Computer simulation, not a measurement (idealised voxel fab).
process module | voxel lift off
cross-section cut | 260 nm wide | cells 5 nm
A cross-section is a grid of square cells, given in bands from the top down. A band is one or more rows of cells.
Each band's line starts with the height of the band's top and of its bottom, in nm. Then come its materials from left to right, each with its width in nm. One material with "throughout" fills the band from edge to edge. "air" is empty space.
Height 0 is the level under which the wafer as received is all one material. The lowest band goes on downwards, as in "0 down".
A width such as "30 to 40" changes by the same amount from each row of cells to the next, from the band's top row to its bottom row.
"no change" after a step means that no cell of the cross-section changed.
closed voids: empty space of 8 cells or more with no open way to the top, each as width x height at its distance from the left edge, in nm
after a step's settings: what the simulator itself notes on the step
overlay nm, on a step with a mask: how far to the right of its planned place the mask lay; to the left if negative
plan
1 op RECEIVE | material Si
2 op CONFORMAL_DEP | material SiO2 | thk nm 5
3 op PATTERN | tone open | mask id LINES | material resist | width nm 25 | pitch nm 45 | thk nm 20 | overlay nm 0
4 op DIRECTIONAL_DEP | material Ru | thk nm 10
5 op STRIP | etch materials resist
6 op CONFORMAL_DEP | material SiCN | thk nm 10
first wafer, as planned
as received, after step 1
  0 down: Si throughout
  closed voids: none
after step 2
  5 to 0: SiO2 throughout
  below 0: unchanged
after step 3
  25 to 5: resist 70 | air 25 | resist 20 | air 25 | resist 20 | air 25 | resist 75
  below 5: unchanged
after step 4
  35 to 25: Ru 70 | air 25 | Ru 20 | air 25 | Ru 20 | air 25 | Ru 75
  25 to 15: resist 70 | air 25 | resist 20 | air 25 | resist 20 | air 25 | resist 75
  15 to 5: resist 70 | Ru 25 | resist 20 | Ru 25 | resist 20 | Ru 25 | resist 75
  below 5: unchanged
after step 5
  15 to 5: air 70 | Ru 25 | air 20 | Ru 25 | air 20 | Ru 25 | air 75
  below 5: unchanged
after step 6
  25 to 15: air 60 | SiCN 135 | air 65
  15 to 5: SiCN 70 | Ru 25 | SiCN 20 | Ru 25 | SiCN 20 | Ru 25 | SiCN 75
  below 5: unchanged
second wafer: like start, like plan, one mistake. Through step 2 it matches the first wafer
when step 3 should have ended
  25 to 5: resist 75 | air 15 | resist 30 | air 15 | resist 30 | air 15 | resist 80
  below 5: unchanged
when step 4 should have ended
  35 to 25: Ru 75 | air 15 | Ru 30 | air 15 | Ru 30 | air 15 | Ru 80
  25 to 15: resist 75 | air 15 | resist 30 | air 15 | resist 30 | air 15 | resist 80
  15 to 5: resist 75 | Ru 15 | resist 30 | Ru 15 | resist 30 | Ru 15 | resist 80
  below 5: unchanged
when step 5 should have ended
  15 to 5: air 75 | Ru 15 | air 30 | Ru 15 | air 30 | Ru 15 | air 80
  below 5: unchanged
when step 6 should have ended
  25 to 15: air 65 | SiCN 35 | air 10 | SiCN 35 | air 10 | SiCN 35 | air 70
  15 to 5: SiCN 75 | Ru 15 | SiCN 30 | Ru 15 | SiCN 30 | Ru 15 | SiCN 80
  below 5: unchanged
what went wrong: step 3 ran as: op PATTERN | tone open | mask id LINES | material resist | width nm 15 | pitch nm 45 | thk nm 20 | overlay nm 0
at the end the second wafer has, in cells: 12 fewer of Ru
